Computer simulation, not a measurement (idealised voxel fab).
Documented hereafter: the process module known as voxel capacitor over wiring.
Xsec cut, 215 nm wide, square cell size 5 nm.
If you're reading a cross-section in this doc, picture square cells in a grid; it comes to you as bands, top ones listed first down to the bottom, and a band can be one or more rows of cells. In this notation a band is specified by the heights of its top and bottom, in that order and in nm, after which its materials appear from left to right, each paired with its width in nm. The word "throughout" attached to a single material means that material fills the band from edge to edge; the word "blank" stands for empty space. Heights from 0 (as-received wafer is one material below). Bottom band endless downward, as "0..down". When a width is written as two numbers, as in "30 to 40", the first number is the width in the top row of cells of the band and the second is the width in its bottom row, and the width changes by the same amount from each row to the next. The designation "remains unaltered", where it is given for a processing step, indicates that no cell of the cross-section was altered in the course of that step. For the entry "Catalogued sealed voids", the listed items are empty spaces with no open way to the top whose size is 8 cells or more; each item follows the pattern width x height at distance, where distance is from the left edge and all three are in nm. The remark found on a step's line after its settings is issued by the simulator itself and pertains to that step. overlay nm: mask right of planned place by this much (step with mask). Neg. = left.
Steps in the process plan:
- 1: RECEIVE with material Si
- 2: CONFORMAL_DEP with material SiO2, thk nm 15
- 3: CONFORMAL_DEP with material SiN, thk nm 5
- 4: DIRECTIONAL_DEP with material lowk, thk nm 25
- 5: DIRECTIONAL_DEP with material aC, thk nm 10
- 6: PATTERN with tone open, mask id METAL_1, material resist, width nm 25, pitch nm 75, thk nm 30, overlay nm 0
- 7: DIRECTIONAL_ETCH with etch materials aC, depth nm 10
- 8: STRIP with etch materials resist
- 9: DIRECTIONAL_ETCH with etch materials lowk, depth nm 25
- 10: DIRECTIONAL_ETCH with etch materials SiN, depth nm 5
- 11: STRIP with etch materials aC
- 12: CONFORMAL_DEP with material TiN, thk nm 5
- 13: FILL_DEP with material W, thk nm 10
- 14: CMP with height nm 45
- 15: EPI with material Ru, thk nm 5
- 16: FILL_DEP with material SiCN, thk nm 5
- 17: DIRECTIONAL_DEP with material SiO2, thk nm 20
- 18: PATTERN with tone open, mask id PLUG_1, material resist, width nm 15, thk nm 20, overlay nm 0
- 19: DIRECTIONAL_ETCH with etch materials SiO2, depth nm 20
- 20: DIRECTIONAL_ETCH with etch materials SiCN, depth nm 5
- 21: STRIP with etch materials resist
- 22: CONFORMAL_DEP with material TiN, thk nm 5
- 23: FILL_DEP with material Cu, thk nm 5
- 24: CMP with height nm 75
- 25: DIRECTIONAL_DEP with material TiN, thk nm 10
- 26: DIRECTIONAL_DEP with material HfO2, thk nm 5
- 27: DIRECTIONAL_DEP with material TiN, thk nm 10
- 28: MASKED_ETCH with tone cover, mask id UPPER_PLATE, width nm 55, etch materials TiN, depth nm 10, overlay nm 0
- 29: MASKED_ETCH with tone cover, mask id UPPER_PLATE, width nm 55, etch materials HfO2, depth nm 5, overlay nm 0
- 30: PATTERN with tone cover, mask id LOWER_PLATE, material resist, width nm 65, thk nm 20, overlay nm 0
- 31: DIRECTIONAL_ETCH with etch materials TiN, depth nm 10
- 32: STRIP with etch materials resist
- 33: FILL_DEP with material SiO2, thk nm 15
- 34: CMP with height nm 110
- 35: MASKED_ETCH with tone open, mask id PLUG_2, width nm 15, etch materials SiO2, depth nm 10, overlay nm 0
- 36: CONFORMAL_DEP with material TiN, thk nm 5
- 37: FILL_DEP with material Ru, thk nm 10
- 38: CMP with height nm 110
- 39: CONFORMAL_DEP with material SiN, thk nm 5
The cross-section here shows the wafer as received, i.e. in its state after step 1:
  0..down: Si throughout
  Catalogued sealed voids: none
Sectioned view, first of two wafers, at the close of the module, processed as intended in the plan:
  115..110: SiN throughout
  110..105: SiO2 (75) / TiN (5) / Ru (5) / TiN (5) / SiO2 (125)
  105..100: SiO2 (75) / TiN (15) / SiO2 (125)
  100..90: SiO2 (65) / TiN (55) / SiO2 (95)
  90..85: SiO2 (65) / HfO2 (55) / SiO2 (95)
  85..75: SiO2 (60) / TiN (65) / SiO2 (90)
  75..55: SiO2 (65) / TiN (5) / Cu (5) / TiN (5) / SiO2 (135)
  55..50: SiCN (65) / TiN (15) / SiCN (135)
  50..45: SiCN (50) / Ru (35) / SiCN (40) / Ru (35) / SiCN (55)
  45..20: lowk (55) / TiN (5) / W (15) / TiN (5) / lowk (50) / TiN (5) / W (15) / TiN (5) / lowk (60)
  20..15: SiN (55) / TiN (25) / SiN (50) / TiN (25) / SiN (60)
  15..0: SiO2 throughout
  0..down: Si throughout
  Catalogued sealed voids: none
Wafer two cross-section, module end. Start and plan unchanged from wafer one; one mistake made during the run:
  115..110: SiN throughout
  110..105: SiO2 (75) / TiN (5) / Ru (5) / TiN (5) / SiO2 (125)
  105..100: SiO2 (75) / TiN (15) / SiO2 (125)
  100..90: SiO2 (65) / TiN (55) / SiO2 (95)
  90..85: SiO2 (65) / HfO2 (55) / SiO2 (95)
  85..75: SiO2 (60) / TiN (65) / SiO2 (90)
  75..55: SiO2 (65) / TiN (5) / Cu (5) / TiN (5) / SiO2 (135)
  55..50: SiCN (65) / TiN (15) / SiCN (135)
  50..45: Ru throughout
  45..20: TiN throughout
  20..15: SiN throughout
  15..0: SiO2 throughout
  0..down: Si throughout
  Catalogued sealed voids: none
Finding, execution versus plan: so step 4 ended up running with a different setting than we planned, it ran as DIRECTIONAL_DEP with material TiN, thk nm 25
The final cell counts differ between the wafers, with the second having more or fewer of some materials than the first: Ru: 29 more, SiCN: 29 fewer, SiN: 10 more, TiN: 185 more, W: 30 fewer, lowk: 165 fewer
